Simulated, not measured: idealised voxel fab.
process module | voxel ribs on slabs
cross-section cut | 295 nm wide | cells 5 nm
A cross-section is a grid of square cells, given in bands from the top down. A band is one or more rows of cells.
Each band's line starts with the height of the band's top and of its bottom, in nm. Then come its materials from left to right, each with its width in nm. One material with "throughout" fills the band from edge to edge. "air" is empty space.
Height 0 is the level under which the wafer as received is all one material. The lowest band goes on downwards, as in "0 down".
A width such as "30 to 40" changes by the same amount from each row of cells to the next, from the band's top row to its bottom row.
"no change" after a step means that no cell of the cross-section changed.
closed voids: empty space of 8 cells or more with no open way to the top, each as width x height at its distance from the left edge, in nm
after a step's settings: what the simulator itself notes on the step
overlay nm, on a step with a mask: how far to the right of its planned place the mask lay; to the left if negative
plan
1 op RECEIVE | material Si
2 op DIRECTIONAL_DEP | material SiO2 | thk nm 25
3 op DIRECTIONAL_DEP | material SiN | thk nm 20
4 op MASKED_ETCH | tone cover | mask id RIB | width nm 15 | etch materials SiN | depth nm 10 | overlay nm 0
5 op PATTERN | tone cover | mask id SLAB | material resist | width nm 55 | thk nm 15 | overlay nm 0
6 op DIRECTIONAL_ETCH | etch materials SiN | depth nm 10
7 op STRIP | etch materials resist
8 op FILL_DEP | material SiO2 | thk nm 25
9 op CMP | height nm 60
10 op DIRECTIONAL_DEP | material TiN | thk nm 10
11 op DIRECTIONAL_DEP | material aC | thk nm 15
12 op PATTERN | tone cover | mask id HEATER | material resist | width nm 25 | thk nm 30 | overlay nm 0
13 op DIRECTIONAL_ETCH | etch materials aC | depth nm 15
14 op STRIP | etch materials resist
15 op DIRECTIONAL_ETCH | etch materials TiN | depth nm 10
16 op STRIP | etch materials aC
17 op CONFORMAL_DEP | material SiN | thk nm 10
as received, after step 1
  0 down: Si throughout
  closed voids: none
first wafer at the end, as planned
  80 to 70: air 125 | SiN 45 | air 125
  70 to 60: SiN 135 | TiN 25 | SiN 135
  60 to 45: SiO2 throughout
  45 to 35: SiO2 140 | SiN 15 | SiO2 140
  35 to 25: SiO2 120 | SiN 55 | SiO2 120
  25 to 0: SiO2 throughout
  0 down: Si throughout
  closed voids: none
second wafer at the end: like start, like plan, one mistake
  80 to 70: air 125 | SiN 45 | air 125
  70 to 60: SiN 135 | TiN 25 | SiN 135
  60 to 55: SiO2 140 | SiN 15 | SiO2 140
  55 to 45: SiO2 120 | SiN 55 | SiO2 120
  45 to 25: SiN throughout
  25 to 0: SiO2 throughout
  0 down: Si throughout
  closed voids: none
what went wrong: step 3 was run twice
at the end the second wafer has, in cells: 233 more of SiN | 233 fewer of SiO2
